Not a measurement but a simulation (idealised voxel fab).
Proc. module: voxel self aligned vias
Shown is cross-section cut, with a width of 275 nm and square cells of size 5 nm.
In this document a cross-section is written as a grid of square cells. It is given as a series of bands, listed from the top down, and a band is one or more rows of cells. What a band's entry tells you: where the top is and where the bottom is, as heights in nm, and after that what lies inside, material by material from left to right, each with its width in nm. Empty space is written as the word "air", and a single material marked with the word "everywhere" occupies the band from edge to edge. A quick word on heights: they are counted from 0, and under that level the wafer as it came to us is one material throughout. The lowest band is different from the rest in having no bottom; it simply continues downward, written as in "0 down". When a width is written as two numbers, as in "30->40", the first number is the width in the top row of cells of the band and the second is the width in its bottom row, and the width changes by the same amount from each row to the next. Take "remained unchanged" at face value: in the step it is given for, the cross-section changed in none of its cells. Enclosed voids (no open way to top), threshold 8 cells or more, entry "Closed void entries", notation width x height at distance, distance from left edge, nm. Where a step's line continues beyond its settings, the continuation is a remark by the simulator itself on that step. If you see "overlay nm" on a step's line and that step has a mask, it's telling you how far right of where it was planned the mask ended up; a negative number means it went left instead.
Planned process steps
| 1 | RECEIVE with material Si |
| 2 | CONFORMAL_DEP with material SiO2, thk nm 15 |
| 3 | CONFORMAL_DEP with material SiCN, thk nm 5 |
| 4 | DIRECTIONAL_DEP with material SiO2, thk nm 20 |
| 5 | PATTERN with tone open, mask id LINES, material resist, width nm 20, pitch nm 55, thk nm 15, overlay nm 0 |
| 6 | DIRECTIONAL_ETCH with etch materials SiO2, depth nm 20 |
| 7 | STRIP with etch materials resist |
| 8 | CONFORMAL_DEP with material TiN, thk nm 5 |
| 9 | FILL_DEP with material Ru, thk nm 5 |
| 10 | CMP with height nm 40 |
| 11 | SELECTIVE_ETCH with etch materials W Ru TiN, depth nm 10 |
| 12 | FILL_DEP with material SiN, thk nm 5 |
| 13 | CMP with height nm 40 |
| 14 | DIRECTIONAL_DEP with material SiO2, thk nm 15 |
| 15 | MASKED_ETCH with tone open, mask id VIAS, width nm 30, pitch nm 55, etch materials SiO2, depth nm 15, overlay nm 0 |
| 16 | MASKED_ETCH with tone open, mask id VIAS, width nm 30, pitch nm 55, etch materials SiN, depth nm 10, overlay nm 0 |
| 17 | CONFORMAL_DEP with material TiN, thk nm 5 |
| 18 | FILL_DEP with material W, thk nm 5 |
| 19 | CMP with height nm 55 |
| 20 | CONFORMAL_DEP with material SiCN, thk nm 5 |
Of two wafers, the first: run according to plan
Cross-section of the wafer upon arrival, representing the state reached after step 1
0 down  Si everywhere
Closed void entries: none
You're looking at a cross-section of the wafer after step 2
15 to 0  SiO2 everywhere
Heights below 0 show no change.
You're looking at a cross-section of the wafer after step 3
20 to 15  SiCN everywhere
Heights below 15 show no change.
You're looking at a cross-section of the wafer after step 4
40 to 20  SiO2 everywhere
Heights below 20 show no change.
You're looking at a cross-section of the wafer after step 5
55 to 40  resist: 70, then air: 20, then resist: 35, then air: 20, then resist: 35, then air: 20, then resist: 75
Heights below 40 show no change.
You're looking at a cross-section of the wafer after step 6
55 to 40  resist: 70, then air: 20, then resist: 35, then air: 20, then resist: 35, then air: 20, then resist: 75
40 to 20  SiO2: 70, then air: 20, then SiO2: 35, then air: 20, then SiO2: 35, then air: 20, then SiO2: 75
Heights below 20 show no change.
You're looking at a cross-section of the wafer after step 7
40 to 20  SiO2: 70, then air: 20, then SiO2: 35, then air: 20, then SiO2: 35, then air: 20, then SiO2: 75
Heights below 20 show no change.
You're looking at a cross-section of the wafer after step 8
45 to 40  TiN: 75, then air: 10, then TiN: 45, then air: 10, then TiN: 45, then air: 10, then TiN: 80
40 to 25  SiO2: 70, then TiN: 5, then air: 10, then TiN: 5, then SiO2: 35, then TiN: 5, then air: 10, then TiN: 5, then SiO2: 35, then TiN: 5, then air: 10, then TiN: 5, then SiO2: 75
25 to 20  SiO2: 70, then TiN: 20, then SiO2: 35, then TiN: 20, then SiO2: 35, then TiN: 20, then SiO2: 75
Heights below 20 show no change.
You're looking at a cross-section of the wafer after step 9
50 to 45  Ru everywhere
45 to 40  TiN: 75, then Ru: 10, then TiN: 45, then Ru: 10, then TiN: 45, then Ru: 10, then TiN: 80
40 to 25  SiO2: 70, then TiN: 5, then Ru: 10, then TiN: 5, then SiO2: 35, then TiN: 5, then Ru: 10, then TiN: 5, then SiO2: 35, then TiN: 5, then Ru: 10, then TiN: 5, then SiO2: 75
Heights below 25 show no change.
You're looking at a cross-section of the wafer after step 10
40 to 25  SiO2: 70, then TiN: 5, then Ru: 10, then TiN: 5, then SiO2: 35, then TiN: 5, then Ru: 10, then TiN: 5, then SiO2: 35, then TiN: 5, then Ru: 10, then TiN: 5, then SiO2: 75
Heights below 25 show no change.
You're looking at a cross-section of the wafer after step 11
40 to 30  SiO2: 70, then air: 20, then SiO2: 35, then air: 20, then SiO2: 35, then air: 20, then SiO2: 75
Heights below 30 show no change.
You're looking at a cross-section of the wafer after step 12
45 to 40  SiN everywhere
40 to 30  SiO2: 70, then SiN: 20, then SiO2: 35, then SiN: 20, then SiO2: 35, then SiN: 20, then SiO2: 75
Heights below 30 show no change.
You're looking at a cross-section of the wafer after step 13
40 to 30  SiO2: 70, then SiN: 20, then SiO2: 35, then SiN: 20, then SiO2: 35, then SiN: 20, then SiO2: 75
Heights below 30 show no change.
You're looking at a cross-section of the wafer after step 14
55 to 40  SiO2 everywhere
Heights below 40 show no change.
You're looking at a cross-section of the wafer after step 15
55 to 40  SiO2: 65, then air: 30, then SiO2: 25, then air: 30, then SiO2: 25, then air: 30, then SiO2: 70
Heights below 40 show no change.
You're looking at a cross-section of the wafer after step 16
55 to 40  SiO2: 65, then air: 30, then SiO2: 25, then air: 30, then SiO2: 25, then air: 30, then SiO2: 70
40 to 30  SiO2: 70, then air: 20, then SiO2: 35, then air: 20, then SiO2: 35, then air: 20, then SiO2: 75
Heights below 30 show no change.
You're looking at a cross-section of the wafer after step 17
60 to 55  TiN: 70, then air: 20, then TiN: 35, then air: 20, then TiN: 35, then air: 20, then TiN: 75
55 to 45  SiO2: 65, then TiN: 5, then air: 20, then TiN: 5, then SiO2: 25, then TiN: 5, then air: 20, then TiN: 5, then SiO2: 25, then TiN: 5, then air: 20, then TiN: 5, then SiO2: 70
45 to 35  SiO2: 65->70, then TiN: 10->5, then air: 10, then TiN: 10->5, then SiO2: 25->35, then TiN: 10->5, then air: 10, then TiN: 10->5, then SiO2: 25->35, then TiN: 10->5, then air: 10, then TiN: 10->5, then SiO2: 70->75
35 to 30  SiO2: 70, then TiN: 20, then SiO2: 35, then TiN: 20, then SiO2: 35, then TiN: 20, then SiO2: 75
Heights below 30 show no change.
You're looking at a cross-section of the wafer after step 18
65 to 60  W everywhere
60 to 55  TiN: 70, then W: 20, then TiN: 35, then W: 20, then TiN: 35, then W: 20, then TiN: 75
55 to 45  SiO2: 65, then TiN: 5, then W: 20, then TiN: 5, then SiO2: 25, then TiN: 5, then W: 20, then TiN: 5, then SiO2: 25, then TiN: 5, then W: 20, then TiN: 5, then SiO2: 70
45 to 35  SiO2: 65->70, then TiN: 10->5, then W: 10, then TiN: 10->5, then SiO2: 25->35, then TiN: 10->5, then W: 10, then TiN: 10->5, then SiO2: 25->35, then TiN: 10->5, then W: 10, then TiN: 10->5, then SiO2: 70->75
Heights below 35 show no change.
You're looking at a cross-section of the wafer after step 19
55 to 45  SiO2: 65, then TiN: 5, then W: 20, then TiN: 5, then SiO2: 25, then TiN: 5, then W: 20, then TiN: 5, then SiO2: 25, then TiN: 5, then W: 20, then TiN: 5, then SiO2: 70
Heights below 45 show no change.
You're looking at a cross-section of the wafer after step 20
60 to 55  SiCN everywhere
Heights below 55 show no change.
Companion wafer, the second of two: same beginning, same intended sequence, one mistake in carrying it out; through step 14 inclusive it tracks the first exactly
Second wafer profile in section, at the moment step 15 of the plan was meant to be complete
55 to 40  SiO2: 65, then air: 30, then SiO2: 25, then air: 30, then SiO2: 25, then air: 30, then SiO2: 70
40 to 30  SiO2: 65, then air: 5, then SiN: 20, then air: 5, then SiO2: 25, then air: 5, then SiN: 20, then air: 5, then SiO2: 25, then air: 5, then SiN: 20, then air: 5, then SiO2: 70
30 to 25  SiO2: 65, then air: 5, then TiN: 5, then Ru: 10, then TiN: 5, then air: 5, then SiO2: 25, then air: 5, then TiN: 5, then Ru: 10, then TiN: 5, then air: 5, then SiO2: 25, then air: 5, then TiN: 5, then Ru: 10, then TiN: 5, then air: 5, then SiO2: 70
Heights below 25 show no change.
Second wafer profile in section, at the moment step 16 of the plan was meant to be complete
55 to 30  SiO2: 65, then air: 30, then SiO2: 25, then air: 30, then SiO2: 25, then air: 30, then SiO2: 70
Heights below 30 show no change.
Second wafer profile in section, at the moment step 17 of the plan was meant to be complete
60 to 55  TiN: 70, then air: 20, then TiN: 35, then air: 20, then TiN: 35, then air: 20, then TiN: 75
55 to 35  SiO2: 65, then TiN: 5, then air: 20, then TiN: 5, then SiO2: 25, then TiN: 5, then air: 20, then TiN: 5, then SiO2: 25, then TiN: 5, then air: 20, then TiN: 5, then SiO2: 70
35 to 30  SiO2: 65, then TiN: 30, then SiO2: 25, then TiN: 30, then SiO2: 25, then TiN: 30, then SiO2: 70
30 to 25  SiO2: 65, then TiN: 10, then Ru: 10, then TiN: 10, then SiO2: 25, then TiN: 10, then Ru: 10, then TiN: 10, then SiO2: 25, then TiN: 10, then Ru: 10, then TiN: 10, then SiO2: 70
Heights below 25 show no change.
Second wafer profile in section, at the moment step 18 of the plan was meant to be complete
65 to 60  W everywhere
60 to 55  TiN: 70, then W: 20, then TiN: 35, then W: 20, then TiN: 35, then W: 20, then TiN: 75
55 to 35  SiO2: 65, then TiN: 5, then W: 20, then TiN: 5, then SiO2: 25, then TiN: 5, then W: 20, then TiN: 5, then SiO2: 25, then TiN: 5, then W: 20, then TiN: 5, then SiO2: 70
Heights below 35 show no change.
Second wafer profile in section, at the moment step 19 of the plan was meant to be complete
55 to 35  SiO2: 65, then TiN: 5, then W: 20, then TiN: 5, then SiO2: 25, then TiN: 5, then W: 20, then TiN: 5, then SiO2: 25, then TiN: 5, then W: 20, then TiN: 5, then SiO2: 70
Heights below 35 show no change.
Second wafer profile in section, at the moment step 20 of the plan was meant to be complete
60 to 55  SiCN everywhere
Heights below 55 show no change.
In executing the process, a mistake was made relative to the plan: twice, step 15 of the plan was run
Heads up, by the end the second wafer has more or fewer cells of some materials compared to the first: -18 SiO2; +6 TiN; +12 W
